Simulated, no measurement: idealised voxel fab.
Presented below is a process module, voxel ribs on slabs.
Square cell edge 5 nm, section width 295 nm, ID cut.
Square cells in a grid make up a cross-section in this document, and the grid is given as bands, listed from the top down, each one or more rows of cells. Heights first: top, then bottom, in nm. Then materials, left to right, each with a width in nm. "all across" on a single material: fills the band edge to edge. "empty": empty space. Ref level 0: as-received wafer is one material below here. Bottom band extends down with no lower bound ("top 0, no bottom"). With a width like "30->40", each row of cells in the band differs from the next by the same amount, the top row carrying the first number and the bottom row the second. When a step is marked "everything unchanged", none of the cells in the cross-section changed during that step. Entry "Closed internal voids". Content: empty spaces with no open connection to the top, size 8 cells or greater. Each: width x height at distance. Distance: from left edge. Unit: nm. If you see something after the settings on a step's line, that's the simulator's own remark about that step. overlay nm: mask right of planned place by this much (step with mask). Neg. = left.

### Process steps foreseen in the plan
| 1 | RECEIVE with material Si |
| 2 | DIRECTIONAL_DEP with material SiO2, thk nm 25 |
| 3 | DIRECTIONAL_DEP with material SiN, thk nm 20 |
| 4 | MASKED_ETCH with tone cover, mask id RIB, width nm 15, etch materials SiN, depth nm 10, overlay nm 0 |
| 5 | PATTERN with tone cover, mask id SLAB, material resist, width nm 55, thk nm 15, overlay nm 0 |
| 6 | DIRECTIONAL_ETCH with etch materials SiN, depth nm 10 |
| 7 | STRIP with etch materials resist |
| 8 | FILL_DEP with material SiO2, thk nm 25 |
| 9 | CMP with height nm 60 |
| 10 | DIRECTIONAL_DEP with material TiN, thk nm 10 |
| 11 | DIRECTIONAL_DEP with material aC, thk nm 15 |
| 12 | PATTERN with tone cover, mask id HEATER, material resist, width nm 25, thk nm 30, overlay nm 0 |
| 13 | DIRECTIONAL_ETCH with etch materials aC, depth nm 15 |
| 14 | STRIP with etch materials resist |
| 15 | DIRECTIONAL_ETCH with etch materials TiN, depth nm 10 |
| 16 | STRIP with etch materials aC |
| 17 | CONFORMAL_DEP with material SiN, thk nm 10 |

### Cross-section of the incoming wafer, state after step 1
> top 0, no bottom  Si all across
> Closed internal voids: none

### Result of the module, cross-sectioned: start per above, plan per above, one error in how it was run
> top 80, bottom 70  125 empty | 45 SiN | 125 empty
> top 70, bottom 60  135 SiN | 25 TiN | 135 SiN
> top 60, bottom 45  SiO2 all across
> top 45, bottom 40  140 SiO2 | 15 SiN | 140 SiO2
> top 40, bottom 30  120 SiO2 | 55 SiN | 120 SiO2
> top 30, bottom 25  SiN all across
> top 25, bottom 0  SiO2 all across
> top 0, no bottom  Si all across
> Closed internal voids: none
Finding, execution versus plan: step 4 went in with a setting other than planned; the actual run was MASKED_ETCH with tone cover, mask id RIB, width nm 15, etch materials SiN, depth nm 5, overlay nm 0
